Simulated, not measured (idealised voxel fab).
Process module name: voxel capacitor over wiring
Square cells of 5 nm make up the cross-section cut, whose width is 265 nm.
Cross-section, as written here: a square-cell grid given band by band from the top down, where a band holds one or more rows of cells.
Basically the band line says how high the top is and how high the bottom is, in nm, and then what's in it from left to right, every material with its width in nm. Empty space shows up as "blank", and if a single material carries "edge to edge" it runs the full band edge to edge.
Zero point of the height axis is 0; under it, received wafer = one material. Lowest band: continues down indefinitely, "z 0 and below".
So if you see something like "30..40" for the width, read it as the top row of the band sitting at the first number and the bottom row at the second, with every row in between moving by the same amount as the last.
Key: "no alterations made" - step with no changed cell in the cross-section.
So "Enclosed empty spaces" is basically the list of trapped voids: any empty space of 8 cells or more that can't reach the top through an opening. They're written width x height at distance, the distance being from the left edge, and it's all nm.
Where a step's line continues beyond its settings, the continuation is a remark by the simulator itself on that step.
overlay nm: step with mask; distance mask lay right of planned place; negative value = left of planned place.
### Process steps (planned)
step 1: RECEIVE (material Si)
step 2: CONFORMAL_DEP (material SiO2; thk nm 15)
step 3: CONFORMAL_DEP (material SiN; thk nm 5)
step 4: DIRECTIONAL_DEP (material lowk; thk nm 25)
step 5: PATTERN (tone open; mask id METAL_1; material resist; width nm 30; pitch nm 85; thk nm 15; overlay nm 0)
step 6: DIRECTIONAL_ETCH (etch materials lowk; depth nm 25)
step 7: DIRECTIONAL_ETCH (etch materials SiN; depth nm 5)
step 8: STRIP (etch materials resist)
step 9: CONFORMAL_DEP (material TiN; thk nm 5)
step 10: FILL_DEP (material W; thk nm 10)
step 11: CMP (height nm 45)
step 12: EPI (material Ru; thk nm 5)
step 13: FILL_DEP (material SiCN; thk nm 5)
step 14: DIRECTIONAL_DEP (material lowk; thk nm 20)
step 15: MASKED_ETCH (tone open; mask id PLUG_1; width nm 15; etch materials lowk; depth nm 20; overlay nm 0)
step 16: MASKED_ETCH (tone open; mask id PLUG_1; width nm 15; etch materials SiCN; depth nm 5; overlay nm 0)
step 17: CONFORMAL_DEP (material TiN; thk nm 5)
step 18: FILL_DEP (material Cu; thk nm 5)
step 19: CMP (height nm 75)
step 20: DIRECTIONAL_DEP (material TiN; thk nm 10)
step 21: DIRECTIONAL_DEP (material HfO2; thk nm 5)
step 22: DIRECTIONAL_DEP (material TiN; thk nm 5)
step 23: DIRECTIONAL_DEP (material aC; thk nm 15)
step 24: PATTERN (tone cover; mask id UPPER_PLATE; material resist; width nm 60; thk nm 35; overlay nm 0)
step 25: DIRECTIONAL_ETCH (etch materials aC; depth nm 15)
step 26: STRIP (etch materials resist)
step 27: DIRECTIONAL_ETCH (etch materials TiN; depth nm 5)
step 28: DIRECTIONAL_ETCH (etch materials HfO2; depth nm 5)
step 29: STRIP (etch materials aC)
step 30: MASKED_ETCH (tone cover; mask id LOWER_PLATE; width nm 70; etch materials TiN; depth nm 10; overlay nm 0)
step 31: FILL_DEP (material SiO2; thk nm 15)
step 32: CMP (height nm 105)
step 33: PATTERN (tone open; mask id PLUG_2; material resist; width nm 15; thk nm 15; overlay nm 0)
step 34: DIRECTIONAL_ETCH (etch materials SiO2; depth nm 10)
step 35: STRIP (etch materials resist)
step 36: CONFORMAL_DEP (material TiN; thk nm 5)
step 37: FILL_DEP (material Ru; thk nm 5)
step 38: CMP (height nm 105)
step 39: CONFORMAL_DEP (material SiCN; thk nm 5)
### Received-state cross-section, reflecting completion of step 1
z 0 and below | Si edge to edge
Enclosed empty spaces: none
### As-planned run: cross-section of the first of two wafers at end of module
z 110 to 105 | SiCN edge to edge
z 105 to 100 | SiO2 (100) | TiN (5) | Ru (5) | TiN (5) | SiO2 (150)
z 100 to 90 | SiO2 (100..90) | TiN (15..60) | SiO2 (150..115)
z 90 to 85 | SiO2 (90) | HfO2 (60) | SiO2 (115)
z 85 to 75 | SiO2 (85) | TiN (70) | SiO2 (110)
z 75 to 55 | lowk (90) | TiN (5) | Cu (5) | TiN (5) | lowk (160)
z 55 to 50 | SiCN (90) | TiN (15) | SiCN (160)
z 50 to 45 | SiCN (70) | Ru (40) | SiCN (45) | Ru (40) | SiCN (70)
z 45 to 20 | lowk (75) | TiN (5) | W (20) | TiN (5) | lowk (55) | TiN (5) | W (20) | TiN (5) | lowk (75)
z 20 to 15 | SiN (75) | TiN (30) | SiN (55) | TiN (30) | SiN (75)
z 15 to 0 | SiO2 edge to edge
z 0 and below | Si edge to edge
Enclosed empty spaces: none
### End of module, second wafer, cross-section. Started like the first, planned like the first, run with one mistake
z 120 to 105 | SiCN edge to edge
z 105 to 100 | SiO2 (100) | TiN (5) | Ru (5) | TiN (5) | SiO2 (150)
z 100 to 90 | SiO2 (100..90) | TiN (15..60) | SiO2 (150..115)
z 90 to 85 | SiO2 (90) | HfO2 (60) | SiO2 (115)
z 85 to 75 | SiO2 (85) | TiN (70) | SiO2 (110)
z 75 to 55 | lowk (90) | TiN (5) | Cu (5) | TiN (5) | lowk (160)
z 55 to 50 | SiCN (90) | TiN (15) | SiCN (160)
z 50 to 45 | SiCN (70) | Ru (40) | SiCN (45) | Ru (40) | SiCN (70)
z 45 to 20 | lowk (75) | TiN (5) | W (20) | TiN (5) | lowk (55) | TiN (5) | W (20) | TiN (5) | lowk (75)
z 20 to 15 | SiN (75) | TiN (30) | SiN (55) | TiN (30) | SiN (75)
z 15 to 0 | SiO2 edge to edge
z 0 and below | Si edge to edge
Enclosed empty spaces: none
Error vs. plan: planned and actual differ for step 39; actual: CONFORMAL_DEP (material SiCN; thk nm 15)
In the final state, the cell counts of the second wafer exceed or fall short of those of the first for the following materials: SiCN +106
